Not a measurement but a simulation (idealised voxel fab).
Proc. module: voxel transistor to metal
Each square cell in cross-section cut measures 5 nm, and the section as a whole is 155 nm wide.
Bands, listed from the top down, are how a cross-section gets written in this document; the cross-section itself is a grid of square cells, and a band is one or more rows of them. For a band, the entry starts with two heights in nm, that of the top and then that of the bottom, and carries on with the band's materials in order from left to right, each alongside its width in nm; the word "throughout" beside a single material means it fills the band edge to edge, and "air" means empty space. Heights are measured from 0, the level below which the as-received wafer is all one material; the lowest band has no bottom and continues downward, written as in "0 down". Width spec "30..40" -> top row of cells at first value, bottom row at second value, equal per-row change in between. Step marked "all unchanged"? Then no cell in the cross-section changed in it. Closed-off voids of 8+ cells (no open route to the top) go in "Non-vented voids", written width x height at distance from the left edge, in nm. Post-settings text on a step line: simulator's own remark regarding the step. What "overlay nm" on a step's line means: if the step has a mask, that mask lay this far to the right of its planned place, or, when the value is negative, to the left.

## Below is the list of planned process steps
1) RECEIVE [material Si]
2) CONFORMAL_DEP [material SiO2] [thk nm 5]
3) CONFORMAL_DEP [material SiN] [thk nm 10]
4) PATTERN [tone cover] [mask id ACTIVE] [material resist] [width nm 100] [thk nm 20] [overlay nm 0]
5) DIRECTIONAL_ETCH [etch materials SiN] [depth nm 10]
6) DIRECTIONAL_ETCH [etch materials SiO2] [depth nm 5]
7) DIRECTIONAL_ETCH [etch materials Si] [depth nm 25]
8) STRIP [etch materials resist]
9) OXIDIZE [depth nm 5]
10) FILL_DEP [material SiO2] [thk nm 5]
11) CMP [height nm 15]
12) SELECTIVE_ETCH [etch materials SiO2] [depth nm 5]
13) STRIP [etch materials SiN]
14) SELECTIVE_ETCH [etch materials SiO2] [depth nm 5]
15) OXIDIZE [depth nm 5]
16) DIRECTIONAL_DEP [material polySi] [thk nm 30]
17) DIRECTIONAL_DEP [material SiCN] [thk nm 15]
18) MASKED_ETCH [tone cover] [mask id GATE] [width nm 20] [etch materials SiCN] [depth nm 25] [overlay nm 0]
19) MASKED_ETCH [tone cover] [mask id GATE] [width nm 20] [etch materials polySi] [depth nm 40] [overlay nm 0]
20) CONFORMAL_DEP [material SiN] [thk nm 10]
21) DIRECTIONAL_ETCH [etch materials SiN] [depth nm 10]
22) DIRECTIONAL_ETCH [etch materials SiO2] [depth nm 5]
23) EPI [material SiGe] [thk nm 5]
24) FILL_DEP [material SiO2] [thk nm 10]
25) CMP [height nm 45]
26) DIRECTIONAL_DEP [material SiO2] [thk nm 10]
27) PATTERN [tone open] [mask id CONTACT] [material resist] [width nm 15] [pitch nm 65] [thk nm 20] [overlay nm 0]
28) DIRECTIONAL_ETCH [etch materials SiO2] [depth nm 55]
29) STRIP [etch materials resist]
30) CONFORMAL_DEP [material TiN] [thk nm 5]
31) FILL_DEP [material W] [thk nm 5]
32) CMP [height nm 55]
33) DIRECTIONAL_DEP [material TiN] [thk nm 5]
34) DIRECTIONAL_DEP [material Ru] [thk nm 20]
35) PATTERN [tone cover] [mask id METAL_1] [material resist] [width nm 15] [pitch nm 65] [thk nm 20] [overlay nm 0]
36) DIRECTIONAL_ETCH [etch materials Ru] [depth nm 20]
37) DIRECTIONAL_ETCH [etch materials TiN] [depth nm 5]
38) STRIP [etch materials resist]
39) FILL_DEP [material SiO2] [thk nm 10]
40) CMP [height nm 80]
41) CONFORMAL_DEP [material SiCN] [thk nm 5]
42) DIRECTIONAL_DEP [material lowk] [thk nm 25]
43) DIRECTIONAL_DEP [material aC] [thk nm 10]
44) PATTERN [tone open] [mask id METAL_2] [material resist] [width nm 15] [pitch nm 65] [thk nm 30] [overlay nm 0]
45) DIRECTIONAL_ETCH [etch materials aC] [depth nm 10]
46) STRIP [etch materials resist]
47) DIRECTIONAL_ETCH [etch materials lowk] [depth nm 15]
48) STRIP [etch materials aC]
49) MASKED_ETCH [tone open] [mask id METAL_2_HOLES] [width nm 15] [pitch nm 65] [etch materials lowk] [depth nm 10] [overlay nm 0]
50) MASKED_ETCH [tone open] [mask id METAL_2_HOLES] [width nm 15] [pitch nm 65] [etch materials SiCN] [depth nm 5] [overlay nm 0]
51) CONFORMAL_DEP [material TiN] [thk nm 5]
52) FILL_DEP [material Cu] [thk nm 10]
53) CMP [height nm 110]
54) CONFORMAL_DEP [material SiN] [thk nm 5]

## Below: the first of two wafers, run as planned

## Cross-section of the wafer as it came to us, i.e., already through step 1
- 0 down = Si throughout
- Non-vented voids: none

## State of the wafer after step 2, shown in cross-section
- 5 to 0 = SiO2 throughout
- Beneath the level 0, the cross-section is identical to its previous state.

## State of the wafer after step 3, shown in cross-section
- 15 to 5 = SiN throughout
- Beneath the level 5, the cross-section is identical to its previous state.

## State of the wafer after step 4, shown in cross-section
- 35 to 15 = air 25 / resist 100 / air 30
- Beneath the level 15, the cross-section is identical to its previous state.

## State of the wafer after step 5, shown in cross-section
- 35 to 15 = air 25 / resist 100 / air 30
- 15 to 5 = air 25 / SiN 100 / air 30
- Beneath the level 5, the cross-section is identical to its previous state.

## State of the wafer after step 6, shown in cross-section
- 35 to 15 = air 25 / resist 100 / air 30
- 15 to 5 = air 25 / SiN 100 / air 30
- 5 to 0 = air 25 / SiO2 100 / air 30
- Beneath the level 0, the cross-section is identical to its previous state.

## State of the wafer after step 7, shown in cross-section
- 35 to 15 = air 25 / resist 100 / air 30
- 15 to 5 = air 25 / SiN 100 / air 30
- 5 to 0 = air 25 / SiO2 100 / air 30
- 0 to -25 = air 25 / Si 100 / air 30
- Beneath the level -25, the cross-section is identical to its previous state.

## State of the wafer after step 8, shown in cross-section
- 15 to 5 = air 25 / SiN 100 / air 30
- Beneath the level 5, the cross-section is identical to its previous state.

## State of the wafer after step 9, shown in cross-section
- 15 to 5 = air 25 / SiN 100 / air 30
- 5 to 0 = air 25 / SiO2 100 / air 30
- 0 to -25 = air 25 / SiO2 5 / Si 90 / SiO2 5 / air 30
- -25 to -30 = SiO2 30 / Si 90 / SiO2 35
- Beneath the level -30, the cross-section is identical to its previous state.

## State of the wafer after step 10, shown in cross-section
- 20 to 15 = SiO2 throughout
- 15 to 5 = SiO2 25 / SiN 100 / SiO2 30
- 5 to 0 = SiO2 throughout
- 0 to -30 = SiO2 30 / Si 90 / SiO2 35
- Beneath the level -30, the cross-section is identical to its previous state.

## State of the wafer after step 11, shown in cross-section
- 15 to 5 = SiO2 25 / SiN 100 / SiO2 30
- Beneath the level 5, the cross-section is identical to its previous state.

## State of the wafer after step 12, shown in cross-section
- 15 to 10 = air 25 / SiN 100 / air 30
- Beneath the level 10, the cross-section is identical to its previous state.

## State of the wafer after step 13, shown in cross-section
- 10 to 5 = SiO2 25 / air 100 / SiO2 30
- Beneath the level 5, the cross-section is identical to its previous state.

## State of the wafer after step 14, shown in cross-section
- 5 to 0 = SiO2 20 / air 110 / SiO2 25
- Beneath the level 0, the cross-section is identical to its previous state.

## State of the wafer after step 15, shown in cross-section
- 5 to 0 = SiO2 20 / air 110 / SiO2 25
- 0 to -5 = SiO2 throughout
- Beneath the level -5, the cross-section is identical to its previous state.

## State of the wafer after step 16, shown in cross-section
- 35 to 30 = polySi 20 / air 110 / polySi 25
- 30 to 5 = polySi throughout
- 5 to 0 = SiO2 20 / polySi 110 / SiO2 25
- Beneath the level 0, the cross-section is identical to its previous state.

## State of the wafer after step 17, shown in cross-section
- 50 to 45 = SiCN 20 / air 110 / SiCN 25
- 45 to 35 = SiCN throughout
- 35 to 30 = polySi 20 / SiCN 110 / polySi 25
- Beneath the level 30, the cross-section is identical to its previous state.

## State of the wafer after step 18, shown in cross-section
- 45 to 35 = air 65 / SiCN 20 / air 70
- 35 to 30 = polySi 20 / air 45 / SiCN 20 / air 45 / polySi 25
- Beneath the level 30, the cross-section is identical to its previous state.

## State of the wafer after step 19, shown in cross-section
- 45 to 30 = air 65 / SiCN 20 / air 70
- 30 to 5 = air 65 / polySi 20 / air 70
- 5 to 0 = SiO2 20 / air 45 / polySi 20 / air 45 / SiO2 25
- Beneath the level 0, the cross-section is identical to its previous state.

## State of the wafer after step 20, shown in cross-section
- 55 to 45 = air 55 / SiN 40 / air 60
- 45 to 30 = air 55 / SiN 10 / SiCN 20 / SiN 10 / air 60
- 30 to 15 = air 55 / SiN 10 / polySi 20 / SiN 10 / air 60
- 15 to 10 = SiN 30 / air 25 / SiN 10 / polySi 20 / SiN 10 / air 25 / SiN 35
- 10 to 5 = SiN 65 / polySi 20 / SiN 70
- 5 to 0 = SiO2 20 / SiN 45 / polySi 20 / SiN 45 / SiO2 25
- Beneath the level 0, the cross-section is identical to its previous state.

## State of the wafer after step 21, shown in cross-section
- 45 to 30 = air 55 / SiN 10 / SiCN 20 / SiN 10 / air 60
- 30 to 5 = air 55 / SiN 10 / polySi 20 / SiN 10 / air 60
- 5 to 0 = SiO2 20 / SiN 10 / air 25 / SiN 10 / polySi 20 / SiN 10 / air 25 / SiN 10 / SiO2 25
- Beneath the level 0, the cross-section is identical to its previous state.

## State of the wafer after step 22, shown in cross-section
- 45 to 30 = air 55 / SiN 10 / SiCN 20 / SiN 10 / air 60
- 30 to 5 = air 55 / SiN 10 / polySi 20 / SiN 10 / air 60
- 5 to 0 = air 20 / SiN 10 / air 25 / SiN 10 / polySi 20 / SiN 10 / air 25 / SiN 10 / air 25
- 0 to -5 = SiO2 30 / air 25 / SiO2 40 / air 25 / SiO2 35
- Beneath the level -5, the cross-section is identical to its previous state.

## State of the wafer after step 23, shown in cross-section
- 45 to 30 = air 55 / SiN 10 / SiCN 20 / SiN 10 / air 60
- 30 to 5 = air 55 / SiN 10 / polySi 20 / SiN 10 / air 60
- 5 to 0 = air 20 / SiN 10 / air 25 / SiN 10 / polySi 20 / SiN 10 / air 25 / SiN 10 / air 25
- 0 to -5 = SiO2 30 / SiGe 25 / SiO2 40 / SiGe 25 / SiO2 35
- Beneath the level -5, the cross-section is identical to its previous state.

## State of the wafer after step 24, shown in cross-section
- 55 to 45 = SiO2 throughout
- 45 to 30 = SiO2 55 / SiN 10 / SiCN 20 / SiN 10 / SiO2 60
- 30 to 5 = SiO2 55 / SiN 10 / polySi 20 / SiN 10 / SiO2 60
- 5 to 0 = SiO2 20 / SiN 10 / SiO2 25 / SiN 10 / polySi 20 / SiN 10 / SiO2 25 / SiN 10 / SiO2 25
- Beneath the level 0, the cross-section is identical to its previous state.

## State of the wafer after step 25, shown in cross-section
- 45 to 30 = SiO2 55 / SiN 10 / SiCN 20 / SiN 10 / SiO2 60
- Beneath the level 30, the cross-section is identical to its previous state.

## State of the wafer after step 26, shown in cross-section
- 55 to 45 = SiO2 throughout
- Beneath the level 45, the cross-section is identical to its previous state.

## State of the wafer after step 27, shown in cross-section
- 75 to 55 = resist 35 / air 15 / resist 50 / air 15 / resist 40
- Beneath the level 55, the cross-section is identical to its previous state.

## State of the wafer after step 28, shown in cross-section
- 75 to 55 = resist 35 / air 15 / resist 50 / air 15 / resist 40
- 55 to 45 = SiO2 35 / air 15 / SiO2 50 / air 15 / SiO2 40
- 45 to 30 = SiO2 35 / air 15 / SiO2 5 / SiN 10 / SiCN 20 / SiN 10 / SiO2 5 / air 15 / SiO2 40
- 30 to 5 = SiO2 35 / air 15 / SiO2 5 / SiN 10 / polySi 20 / SiN 10 / SiO2 5 / air 15 / SiO2 40
- 5 to 0 = SiO2 20 / SiN 10 / SiO2 5 / air 15 / SiO2 5 / SiN 10 / polySi 20 / SiN 10 / SiO2 5 / air 15 / SiO2 5 / SiN 10 / SiO2 25
- Beneath the level 0, the cross-section is identical to its previous state.

## State of the wafer after step 29, shown in cross-section
- 55 to 45 = SiO2 35 / air 15 / SiO2 50 / air 15 / SiO2 40
- Beneath the level 45, the cross-section is identical to its previous state.

## State of the wafer after step 30, shown in cross-section
- 60 to 55 = TiN 40 / air 5 / TiN 60 / air 5 / TiN 45
- 55 to 45 = SiO2 35 / TiN 5 / air 5 / TiN 5 / SiO2 50 / TiN 5 / air 5 / TiN 5 / SiO2 40
- 45 to 30 = SiO2 35 / TiN 5 / air 5 / TiN 5 / SiO2 5 / SiN 10 / SiCN 20 / SiN 10 / SiO2 5 / TiN 5 / air 5 / TiN 5 / SiO2 40
- 30 to 5 = SiO2 35 / TiN 5 / air 5 / TiN 5 / SiO2 5 / SiN 10 / polySi 20 / SiN 10 / SiO2 5 / TiN 5 / air 5 / TiN 5 / SiO2 40
- 5 to 0 = SiO2 20 / SiN 10 / SiO2 5 / TiN 15 / SiO2 5 / SiN 10 / polySi 20 / SiN 10 / SiO2 5 / TiN 15 / SiO2 5 / SiN 10 / SiO2 25
- Beneath the level 0, the cross-section is identical to its previous state.

## State of the wafer after step 31, shown in cross-section
- 65 to 60 = W throughout
- 60 to 55 = TiN 40 / W 5 / TiN 60 / W 5 / TiN 45
- 55 to 45 = SiO2 35 / TiN 5 / W 5 / TiN 5 / SiO2 50 / TiN 5 / W 5 / TiN 5 / SiO2 40
- 45 to 30 = SiO2 35 / TiN 5 / W 5 / TiN 5 / SiO2 5 / SiN 10 / SiCN 20 / SiN 10 / SiO2 5 / TiN 5 / W 5 / TiN 5 / SiO2 40
- 30 to 5 = SiO2 35 / TiN 5 / W 5 / TiN 5 / SiO2 5 / SiN 10 / polySi 20 / SiN 10 / SiO2 5 / TiN 5 / W 5 / TiN 5 / SiO2 40
- Beneath the level 5, the cross-section is identical to its previous state.

## State of the wafer after step 32, shown in cross-section
- 55 to 45 = SiO2 35 / TiN 5 / W 5 / TiN 5 / SiO2 50 / TiN 5 / W 5 / TiN 5 / SiO2 40
- Beneath the level 45, the cross-section is identical to its previous state.

## State of the wafer after step 33, shown in cross-section
- 60 to 55 = TiN throughout
- Beneath the level 55, the cross-section is identical to its previous state.

## State of the wafer after step 34, shown in cross-section
- 80 to 60 = Ru throughout
- Beneath the level 60, the cross-section is identical to its previous state.

## State of the wafer after step 35, shown in cross-section
- 100 to 80 = air 35 / resist 15 / air 50 / resist 15 / air 40
- Beneath the level 80, the cross-section is identical to its previous state.

## State of the wafer after step 36, shown in cross-section
- 100 to 80 = air 35 / resist 15 / air 50 / resist 15 / air 40
- 80 to 60 = air 35 / Ru 15 / air 50 / Ru 15 / air 40
- Beneath the level 60, the cross-section is identical to its previous state.

## State of the wafer after step 37, shown in cross-section
- 100 to 80 = air 35 / resist 15 / air 50 / resist 15 / air 40
- 80 to 60 = air 35 / Ru 15 / air 50 / Ru 15 / air 40
- 60 to 55 = air 35 / TiN 15 / air 50 / TiN 15 / air 40
- Beneath the level 55, the cross-section is identical to its previous state.

## State of the wafer after step 38, shown in cross-section
- 80 to 60 = air 35 / Ru 15 / air 50 / Ru 15 / air 40
- Beneath the level 60, the cross-section is identical to its previous state.

## State of the wafer after step 39, shown in cross-section
- 90 to 80 = SiO2 throughout
- 80 to 60 = SiO2 35 / Ru 15 / SiO2 50 / Ru 15 / SiO2 40
- 60 to 55 = SiO2 35 / TiN 15 / SiO2 50 / TiN 15 / SiO2 40
- Beneath the level 55, the cross-section is identical to its previous state.

## State of the wafer after step 40, shown in cross-section
- 80 to 60 = SiO2 35 / Ru 15 / SiO2 50 / Ru 15 / SiO2 40
- Beneath the level 60, the cross-section is identical to its previous state.

## State of the wafer after step 41, shown in cross-section
- 85 to 80 = SiCN throughout
- Beneath the level 80, the cross-section is identical to its previous state.

## State of the wafer after step 42, shown in cross-section
- 110 to 85 = lowk throughout
- Beneath the level 85, the cross-section is identical to its previous state.

## State of the wafer after step 43, shown in cross-section
- 120 to 110 = aC throughout
- Beneath the level 110, the cross-section is identical to its previous state.

## State of the wafer after step 44, shown in cross-section
- 150 to 120 = resist 35 / air 15 / resist 50 / air 15 / resist 40
- Beneath the level 120, the cross-section is identical to its previous state.

## State of the wafer after step 45, shown in cross-section
- 140 to 120 = resist 35 / air 15 / resist 50 / air 15 / resist 40
- 120 to 110 = aC 35 / air 15 / aC 50 / air 15 / aC 40
- Beneath the level 110, the cross-section is identical to its previous state.

## State of the wafer after step 46, shown in cross-section
- 120 to 110 = aC 35 / air 15 / aC 50 / air 15 / aC 40
- Beneath the level 110, the cross-section is identical to its previous state.

## State of the wafer after step 47, shown in cross-section
- 120 to 110 = aC 35 / air 15 / aC 50 / air 15 / aC 40
- 110 to 95 = lowk 35 / air 15 / lowk 50 / air 15 / lowk 40
- Beneath the level 95, the cross-section is identical to its previous state.

## State of the wafer after step 48, shown in cross-section
- 110 to 95 = lowk 35 / air 15 / lowk 50 / air 15 / lowk 40
- Beneath the level 95, the cross-section is identical to its previous state.

## State of the wafer after step 49, shown in cross-section
- 110 to 85 = lowk 35 / air 15 / lowk 50 / air 15 / lowk 40
- Beneath the level 85, the cross-section is identical to its previous state.

## State of the wafer after step 50, shown in cross-section
- 110 to 85 = lowk 35 / air 15 / lowk 50 / air 15 / lowk 40
- 85 to 80 = SiCN 35 / air 15 / SiCN 50 / air 15 / SiCN 40
- Beneath the level 80, the cross-section is identical to its previous state.

## State of the wafer after step 51, shown in cross-section
- 115 to 110 = TiN 40 / air 5 / TiN 60 / air 5 / TiN 45
- 110 to 85 = lowk 35 / TiN 5 / air 5 / TiN 5 / lowk 50 / TiN 5 / air 5 / TiN 5 / lowk 40
- 85 to 80 = SiCN 35 / TiN 15 / SiCN 50 / TiN 15 / SiCN 40
- Beneath the level 80, the cross-section is identical to its previous state.

## State of the wafer after step 52, shown in cross-section
- 125 to 115 = Cu throughout
- 115 to 110 = TiN 40 / Cu 5 / TiN 60 / Cu 5 / TiN 45
- 110 to 85 = lowk 35 / TiN 5 / Cu 5 / TiN 5 / lowk 50 / TiN 5 / Cu 5 / TiN 5 / lowk 40
- Beneath the level 85, the cross-section is identical to its previous state.

## State of the wafer after step 53, shown in cross-section
- 110 to 85 = lowk 35 / TiN 5 / Cu 5 / TiN 5 / lowk 50 / TiN 5 / Cu 5 / TiN 5 / lowk 40
- Beneath the level 85, the cross-section is identical to its previous state.

## State of the wafer after step 54, shown in cross-section
- 115 to 110 = SiN throughout
- Beneath the level 110, the cross-section is identical to its previous state.

## Wafer two. Identical start, identical plan. One mistake in execution. Identical history through step 12

## At the planned end of step 13, the second wafer in cross-section
- 15 to 5 = air 25 / SiN 100 / air 30
- Beneath the level 5, the cross-section is identical to its previous state.

## At the planned end of step 14, the second wafer in cross-section
- 5 to 0 = SiO2 throughout
- Beneath the level 0, the cross-section is identical to its previous state.

At the planned end of step 15, the second wafer in cross-section: all unchanged

## At the planned end of step 16, the second wafer in cross-section
- 35 to 5 = polySi throughout
- Beneath the level 5, the cross-section is identical to its previous state.

## At the planned end of step 17, the second wafer in cross-section
- 50 to 35 = SiCN throughout
- Beneath the level 35, the cross-section is identical to its previous state.

## At the planned end of step 18, the second wafer in cross-section
- 50 to 35 = air 65 / SiCN 20 / air 70
- Beneath the level 35, the cross-section is identical to its previous state.

## At the planned end of step 19, the second wafer in cross-section
- 50 to 35 = air 65 / SiCN 20 / air 70
- 35 to 5 = air 65 / polySi 20 / air 70
- Beneath the level 5, the cross-section is identical to its previous state.

## At the planned end of step 20, the second wafer in cross-section
- 60 to 50 = air 55 / SiN 40 / air 60
- 50 to 35 = air 55 / SiN 10 / SiCN 20 / SiN 10 / air 60
- 35 to 15 = air 55 / SiN 10 / polySi 20 / SiN 10 / air 60
- 15 to 5 = SiN 65 / polySi 20 / SiN 70
- Beneath the level 5, the cross-section is identical to its previous state.

## At the planned end of step 21, the second wafer in cross-section
- 50 to 35 = air 55 / SiN 10 / SiCN 20 / SiN 10 / air 60
- 35 to 5 = air 55 / SiN 10 / polySi 20 / SiN 10 / air 60
- Beneath the level 5, the cross-section is identical to its previous state.

## At the planned end of step 22, the second wafer in cross-section
- 50 to 35 = air 55 / SiN 10 / SiCN 20 / SiN 10 / air 60
- 35 to 5 = air 55 / SiN 10 / polySi 20 / SiN 10 / air 60
- 5 to 0 = air 55 / SiO2 40 / air 60
- Beneath the level 0, the cross-section is identical to its previous state.

## At the planned end of step 23, the second wafer in cross-section
- 50 to 35 = air 55 / SiN 10 / SiCN 20 / SiN 10 / air 60
- 35 to 5 = air 55 / SiN 10 / polySi 20 / SiN 10 / air 60
- 5 to 0 = air 25 / SiGe 30 / SiO2 40 / SiGe 30 / air 30
- Beneath the level 0, the cross-section is identical to its previous state.

## At the planned end of step 24, the second wafer in cross-section
- 60 to 50 = SiO2 throughout
- 50 to 35 = SiO2 55 / SiN 10 / SiCN 20 / SiN 10 / SiO2 60
- 35 to 5 = SiO2 55 / SiN 10 / polySi 20 / SiN 10 / SiO2 60
- 5 to 0 = SiO2 25 / SiGe 30 / SiO2 40 / SiGe 30 / SiO2 30
- Beneath the level 0, the cross-section is identical to its previous state.

## At the planned end of step 25, the second wafer in cross-section
- 45 to 35 = SiO2 55 / SiN 10 / SiCN 20 / SiN 10 / SiO2 60
- Beneath the level 35, the cross-section is identical to its previous state.

## At the planned end of step 26, the second wafer in cross-section
- 55 to 45 = SiO2 throughout
- Beneath the level 45, the cross-section is identical to its previous state.

## At the planned end of step 27, the second wafer in cross-section
- 75 to 55 = resist 35 / air 15 / resist 50 / air 15 / resist 40
- Beneath the level 55, the cross-section is identical to its previous state.

## At the planned end of step 28, the second wafer in cross-section
- 75 to 55 = resist 35 / air 15 / resist 50 / air 15 / resist 40
- 55 to 45 = SiO2 35 / air 15 / SiO2 50 / air 15 / SiO2 40
- 45 to 35 = SiO2 35 / air 15 / SiO2 5 / SiN 10 / SiCN 20 / SiN 10 / SiO2 5 / air 15 / SiO2 40
- 35 to 5 = SiO2 35 / air 15 / SiO2 5 / SiN 10 / polySi 20 / SiN 10 / SiO2 5 / air 15 / SiO2 40
- Beneath the level 5, the cross-section is identical to its previous state.

## At the planned end of step 29, the second wafer in cross-section
- 55 to 45 = SiO2 35 / air 15 / SiO2 50 / air 15 / SiO2 40
- Beneath the level 45, the cross-section is identical to its previous state.

## At the planned end of step 30, the second wafer in cross-section
- 60 to 55 = TiN 40 / air 5 / TiN 60 / air 5 / TiN 45
- 55 to 45 = SiO2 35 / TiN 5 / air 5 / TiN 5 / SiO2 50 / TiN 5 / air 5 / TiN 5 / SiO2 40
- 45 to 35 = SiO2 35 / TiN 5 / air 5 / TiN 5 / SiO2 5 / SiN 10 / SiCN 20 / SiN 10 / SiO2 5 / TiN 5 / air 5 / TiN 5 / SiO2 40
- 35 to 10 = SiO2 35 / TiN 5 / air 5 / TiN 5 / SiO2 5 / SiN 10 / polySi 20 / SiN 10 / SiO2 5 / TiN 5 / air 5 / TiN 5 / SiO2 40
- 10 to 5 = SiO2 35 / TiN 15 / SiO2 5 / SiN 10 / polySi 20 / SiN 10 / SiO2 5 / TiN 15 / SiO2 40
- Beneath the level 5, the cross-section is identical to its previous state.

## At the planned end of step 31, the second wafer in cross-section
- 65 to 60 = W throughout
- 60 to 55 = TiN 40 / W 5 / TiN 60 / W 5 / TiN 45
- 55 to 45 = SiO2 35 / TiN 5 / W 5 / TiN 5 / SiO2 50 / TiN 5 / W 5 / TiN 5 / SiO2 40
- 45 to 35 = SiO2 35 / TiN 5 / W 5 / TiN 5 / SiO2 5 / SiN 10 / SiCN 20 / SiN 10 / SiO2 5 / TiN 5 / W 5 / TiN 5 / SiO2 40
- 35 to 10 = SiO2 35 / TiN 5 / W 5 / TiN 5 / SiO2 5 / SiN 10 / polySi 20 / SiN 10 / SiO2 5 / TiN 5 / W 5 / TiN 5 / SiO2 40
- Beneath the level 10, the cross-section is identical to its previous state.

## At the planned end of step 32, the second wafer in cross-section
- 55 to 45 = SiO2 35 / TiN 5 / W 5 / TiN 5 / SiO2 50 / TiN 5 / W 5 / TiN 5 / SiO2 40
- Beneath the level 45, the cross-section is identical to its previous state.

## At the planned end of step 33, the second wafer in cross-section
- 60 to 55 = TiN throughout
- Beneath the level 55, the cross-section is identical to its previous state.

## At the planned end of step 34, the second wafer in cross-section
- 80 to 60 = Ru throughout
- Beneath the level 60, the cross-section is identical to its previous state.

## At the planned end of step 35, the second wafer in cross-section
- 100 to 80 = air 35 / resist 15 / air 50 / resist 15 / air 40
- Beneath the level 80, the cross-section is identical to its previous state.

## At the planned end of step 36, the second wafer in cross-section
- 100 to 80 = air 35 / resist 15 / air 50 / resist 15 / air 40
- 80 to 60 = air 35 / Ru 15 / air 50 / Ru 15 / air 40
- Beneath the level 60, the cross-section is identical to its previous state.

## At the planned end of step 37, the second wafer in cross-section
- 100 to 80 = air 35 / resist 15 / air 50 / resist 15 / air 40
- 80 to 60 = air 35 / Ru 15 / air 50 / Ru 15 / air 40
- 60 to 55 = air 35 / TiN 15 / air 50 / TiN 15 / air 40
- Beneath the level 55, the cross-section is identical to its previous state.

## At the planned end of step 38, the second wafer in cross-section
- 80 to 60 = air 35 / Ru 15 / air 50 / Ru 15 / air 40
- Beneath the level 60, the cross-section is identical to its previous state.

## At the planned end of step 39, the second wafer in cross-section
- 90 to 80 = SiO2 throughout
- 80 to 60 = SiO2 35 / Ru 15 / SiO2 50 / Ru 15 / SiO2 40
- 60 to 55 = SiO2 35 / TiN 15 / SiO2 50 / TiN 15 / SiO2 40
- Beneath the level 55, the cross-section is identical to its previous state.

## At the planned end of step 40, the second wafer in cross-section
- 80 to 60 = SiO2 35 / Ru 15 / SiO2 50 / Ru 15 / SiO2 40
- Beneath the level 60, the cross-section is identical to its previous state.

## At the planned end of step 41, the second wafer in cross-section
- 85 to 80 = SiCN throughout
- Beneath the level 80, the cross-section is identical to its previous state.

## At the planned end of step 42, the second wafer in cross-section
- 110 to 85 = lowk throughout
- Beneath the level 85, the cross-section is identical to its previous state.

## At the planned end of step 43, the second wafer in cross-section
- 120 to 110 = aC throughout
- Beneath the level 110, the cross-section is identical to its previous state.

## At the planned end of step 44, the second wafer in cross-section
- 150 to 120 = resist 35 / air 15 / resist 50 / air 15 / resist 40
- Beneath the level 120, the cross-section is identical to its previous state.

## At the planned end of step 45, the second wafer in cross-section
- 140 to 120 = resist 35 / air 15 / resist 50 / air 15 / resist 40
- 120 to 110 = aC 35 / air 15 / aC 50 / air 15 / aC 40
- Beneath the level 110, the cross-section is identical to its previous state.

## At the planned end of step 46, the second wafer in cross-section
- 120 to 110 = aC 35 / air 15 / aC 50 / air 15 / aC 40
- Beneath the level 110, the cross-section is identical to its previous state.

## At the planned end of step 47, the second wafer in cross-section
- 120 to 110 = aC 35 / air 15 / aC 50 / air 15 / aC 40
- 110 to 95 = lowk 35 / air 15 / lowk 50 / air 15 / lowk 40
- Beneath the level 95, the cross-section is identical to its previous state.

## At the planned end of step 48, the second wafer in cross-section
- 110 to 95 = lowk 35 / air 15 / lowk 50 / air 15 / lowk 40
- Beneath the level 95, the cross-section is identical to its previous state.

## At the planned end of step 49, the second wafer in cross-section
- 110 to 85 = lowk 35 / air 15 / lowk 50 / air 15 / lowk 40
- Beneath the level 85, the cross-section is identical to its previous state.

## At the planned end of step 50, the second wafer in cross-section
- 110 to 85 = lowk 35 / air 15 / lowk 50 / air 15 / lowk 40
- 85 to 80 = SiCN 35 / air 15 / SiCN 50 / air 15 / SiCN 40
- Beneath the level 80, the cross-section is identical to its previous state.

## At the planned end of step 51, the second wafer in cross-section
- 115 to 110 = TiN 40 / air 5 / TiN 60 / air 5 / TiN 45
- 110 to 85 = lowk 35 / TiN 5 / air 5 / TiN 5 / lowk 50 / TiN 5 / air 5 / TiN 5 / lowk 40
- 85 to 80 = SiCN 35 / TiN 15 / SiCN 50 / TiN 15 / SiCN 40
- Beneath the level 80, the cross-section is identical to its previous state.

## At the planned end of step 52, the second wafer in cross-section
- 125 to 115 = Cu throughout
- 115 to 110 = TiN 40 / Cu 5 / TiN 60 / Cu 5 / TiN 45
- 110 to 85 = lowk 35 / TiN 5 / Cu 5 / TiN 5 / lowk 50 / TiN 5 / Cu 5 / TiN 5 / lowk 40
- Beneath the level 85, the cross-section is identical to its previous state.

## At the planned end of step 53, the second wafer in cross-section
- 110 to 85 = lowk 35 / TiN 5 / Cu 5 / TiN 5 / lowk 50 / TiN 5 / Cu 5 / TiN 5 / lowk 40
- Beneath the level 85, the cross-section is identical to its previous state.

## At the planned end of step 54, the second wafer in cross-section
- 115 to 110 = SiN throughout
- Beneath the level 110, the cross-section is identical to its previous state.
Processing error: step 13 ran in the slot meant for step 14, and vice versa
at the end the second wafer has, in cells: +18 Si; -4 SiCN; +2 SiGe; -8 SiN; -2 SiO2; -4 TiN; -2 W
